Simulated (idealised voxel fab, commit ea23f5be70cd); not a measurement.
Process module, titled voxel air gaps
It is cross-section cut that appears here, measuring 175 nm in width, its square cells being 5 nm in size.
Cross-section format: a grid of square cells, given as bands from top to bottom; each band is one or more rows of cells. Band: top height; bottom height; in nm. Then, left to right: material with width in nm, for each material. "edge to edge": a single material spanning edge to edge. "blank": empty space. Note: height 0 marks the level under which the wafer is uniformly one material as received. Lowest band unbounded below, written "top 0, no bottom". Per-row width for "30 to 40": begins at first number (top row of band), ends at second number (bottom row), increment between rows held constant. Step marked "nothing got changed"? Then no cell in the cross-section changed in it. "Encapsulated voids" enumerates empty spaces isolated from the top, with no open way to it, that contain at least 8 cells, giving each as width x height at distance from the left edge, all three in nm. Whatever follows a step's settings on its line is a remark the simulator itself makes about that step. The optional step-line setting "overlay nm" applies to steps with a mask and quantifies how far to the right of its planned location the mask lay, a negative value indicating leftward placement.

# plan
1 RECEIVE, material Si
2 CONFORMAL_DEP, material SiO2, thk nm 10
3 CONFORMAL_DEP, material SiN, thk nm 5
4 DIRECTIONAL_DEP, material lowk, thk nm 40
5 PATTERN, tone open, mask id LINES, material resist, width nm 20, pitch nm 45, thk nm 20, overlay nm 0
6 DIRECTIONAL_ETCH, etch materials lowk, depth nm 40
7 STRIP, etch materials resist
8 CONFORMAL_DEP, material TiN, thk nm 5
9 FILL_DEP, material Cu, thk nm 10
10 CMP, height nm 55
11 EPI, material Ru, thk nm 10
12 SELECTIVE_ETCH, etch materials lowk, depth nm 50
13 CONFORMAL_DEP, material SiN, thk nm 5

# Delivered wafer in cross-section: state after step 1
  top 0, no bottom  Si edge to edge
  Encapsulated voids: none

# Post-module cross-section of the first of two wafers (run per plan)
  top 70, bottom 65  blank (15)  SiN (140)  blank (20)
  top 65, bottom 55  blank (15)  SiN (5)  Ru (40)  SiN (5)  Ru (40)  SiN (5)  Ru (40)  SiN (5)  blank (20)
  top 55, bottom 50  blank (15)  SiN (15)  TiN (5)  Cu (10)  TiN (5)  SiN (25)  TiN (5)  Cu (10)  TiN (5)  SiN (25)  TiN (5)  Cu (10)  TiN (5)  SiN (15)  blank (20)
  top 50, bottom 20  blank (25)  SiN (5)  TiN (5)  Cu (10)  TiN (5)  SiN (5)  blank (15)  SiN (5)  TiN (5)  Cu (10)  TiN (5)  SiN (5)  blank (15)  SiN (5)  TiN (5)  Cu (10)  TiN (5)  SiN (5)  blank (30)
  top 20, bottom 15  SiN (30)  TiN (20)  SiN (25)  TiN (20)  SiN (25)  TiN (20)  SiN (35)
  top 15, bottom 10  SiN edge to edge
  top 10, bottom 0  SiO2 edge to edge
  top 0, no bottom  Si edge to edge
  Encapsulated voids: 15 x 30 at 55; 15 x 30 at 100

# So this is wafer number two of the two, cut at the end of the module - it started where the first did and had the same plan, we just got one thing wrong running it
  top 70, bottom 65  blank (20)  SiN (140)  blank (15)
  top 65, bottom 55  blank (20)  SiN (5)  Ru (40)  SiN (5)  Ru (40)  SiN (5)  Ru (40)  SiN (5)  blank (15)
  top 55, bottom 50  blank (20)  SiN (15)  TiN (5)  Cu (10)  TiN (5)  SiN (25)  TiN (5)  Cu (10)  TiN (5)  SiN (25)  TiN (5)  Cu (10)  TiN (5)  SiN (15)  blank (15)
  top 50, bottom 20  blank (30)  SiN (5)  TiN (5)  Cu (10)  TiN (5)  SiN (5)  blank (15)  SiN (5)  TiN (5)  Cu (10)  TiN (5)  SiN (5)  blank (15)  SiN (5)  TiN (5)  Cu (10)  TiN (5)  SiN (5)  blank (25)
  top 20, bottom 15  SiN (35)  TiN (20)  SiN (25)  TiN (20)  SiN (25)  TiN (20)  SiN (30)
  top 15, bottom 10  SiN edge to edge
  top 10, bottom 0  SiO2 edge to edge
  top 0, no bottom  Si edge to edge
  Encapsulated voids: 15 x 30 at 60; 15 x 30 at 105
Processing error: for step 5, the planned setting was not used; the step was instead run as PATTERN, tone open, mask id LINES, material resist, width nm 20, pitch nm 45, thk nm 20, overlay nm 5
Final state: per-material cell counts identical on both wafers; locations differ.
